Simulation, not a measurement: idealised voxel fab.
This section sets out a process module, namely voxel self aligned contacts.
For reference, the cross-section in this document is cut, with width 295 nm and square cells of 5 nm.
How to read a cross-section here: the picture is a grid of square cells, written as bands going from the top down, and any band can span one or more rows of cells.
Top height, bottom height, nm. Materials left to right, width each, nm. Single material + "full width" = fills band edge to edge. "empty" = empty.
The level at which height equals 0 is the one under which the wafer, as it arrives, is entirely one material. No lower edge exists for the bottom band, which continues downward and is notated as in "from 0 down".
Graded width ("30->40"): value in top row of band = first number; value in bottom row = second number; row-to-row change constant.
"everything unchanged" means the step left every cell of the cross-section as it was.
In the "Unvented internal voids" entry, you get each enclosed empty space of 8 cells or more, one with no open way to the top, written width x height at distance, distance from the left edge, in nm.
Post-settings text on a step line: simulator's own remark regarding the step.
"overlay nm" answers the question of how far to the right of plan the mask lay on a step that has a mask, and when it is negative the answer is to the left.

## The steps planned for the process are as follows
1,RECEIVE, material Si
2,CONFORMAL_DEP, material SiO2, thk nm 5
3,DIRECTIONAL_DEP, material polySi, thk nm 20
4,DIRECTIONAL_DEP, material SiN, thk nm 25
5,DIRECTIONAL_DEP, material aC, thk nm 15
6,PATTERN, tone cover, mask id GATE, material resist, width nm 25, pitch nm 65, thk nm 30, overlay nm 0
7,DIRECTIONAL_ETCH, etch materials aC, depth nm 15
8,STRIP, etch materials resist
9,DIRECTIONAL_ETCH, etch materials SiN, depth nm 25
10,DIRECTIONAL_ETCH, etch materials polySi, depth nm 20
11,STRIP, etch materials aC
12,CONFORMAL_DEP, material SiN, thk nm 10
13,DIRECTIONAL_ETCH, etch materials SiN, depth nm 10
14,FILL_DEP, material SiO2, thk nm 15
15,CMP, height nm 60
16,DIRECTIONAL_DEP, material aC, thk nm 10
17,PATTERN, tone open, mask id CONTACT, material resist, width nm 50, pitch nm 65, thk nm 25, overlay nm 0
18,DIRECTIONAL_ETCH, etch materials aC, depth nm 10
19,STRIP, etch materials resist
20,DIRECTIONAL_ETCH, etch materials SiO2, depth nm 60
21,STRIP, etch materials aC
22,CONFORMAL_DEP, material TiN, thk nm 5
23,FILL_DEP, material Ru, thk nm 10
24,CMP, height nm 60
25,CONFORMAL_DEP, material SiN, thk nm 5

## Cross-section, incoming material, after step 1
from 0 down = Si full width
Unvented internal voids: none

## first wafer at the end, as planned
from 65 to 60 = SiN full width
from 60 to 50 = 90 SiO2, 5->20 TiN, 40->10 Ru, 5->20 TiN, 15 SiO2, 5->20 TiN, 40->10 Ru, 5->20 TiN, 90 SiO2
from 50 to 25 = 60 SiO2, 45 SiN, 5 TiN, 10 Ru, 5 TiN, 45 SiN, 5 TiN, 10 Ru, 5 TiN, 45 SiN, 60 SiO2
from 25 to 5 = 60 SiO2, 10 SiN, 25 polySi, 10 SiN, 5 TiN, 10 Ru, 5 TiN, 10 SiN, 25 polySi, 10 SiN, 5 TiN, 10 Ru, 5 TiN, 10 SiN, 25 polySi, 10 SiN, 60 SiO2
from 5 to 0 = 105 SiO2, 20 TiN, 45 SiO2, 20 TiN, 105 SiO2
from 0 down = Si full width
Unvented internal voids: none

## This is the second of the two wafers, cross-sectioned at the end of the module; it started exactly like the first and was given the same plan, but it was run with one mistake
from 65 to 60 = SiN full width
from 60 to 50 = 90 SiO2, 5 TiN, 40 Ru, 5 TiN, 15 SiO2, 5 TiN, 40 Ru, 5 TiN, 90 SiO2
from 50 to 45 = 90 SiO2, 20 TiN, 10 Ru, 20 TiN, 15 SiO2, 20 TiN, 10 Ru, 20 TiN, 90 SiO2
from 45 to 20 = 60 SiO2, 45 SiN, 5 TiN, 10 Ru, 5 TiN, 45 SiN, 5 TiN, 10 Ru, 5 TiN, 45 SiN, 60 SiO2
from 20 to 5 = 60 SiO2, 10 SiN, 25 polySi, 10 SiN, 5 TiN, 10 Ru, 5 TiN, 10 SiN, 25 polySi, 10 SiN, 5 TiN, 10 Ru, 5 TiN, 10 SiN, 25 polySi, 10 SiN, 60 SiO2
from 5 to 0 = 60 SiO2, 10 SiN, 25 polySi, 10 SiN, 20 TiN, 10 SiN, 25 polySi, 10 SiN, 20 TiN, 10 SiN, 25 polySi, 10 SiN, 60 SiO2
from 0 down = Si full width
Unvented internal voids: none
Diagnosis: execution of step 2 of the plan did not take place, the step having been omitted
Final cells, second wafer relative to first, materials higher or lower: Ru +12, SiO2 -12
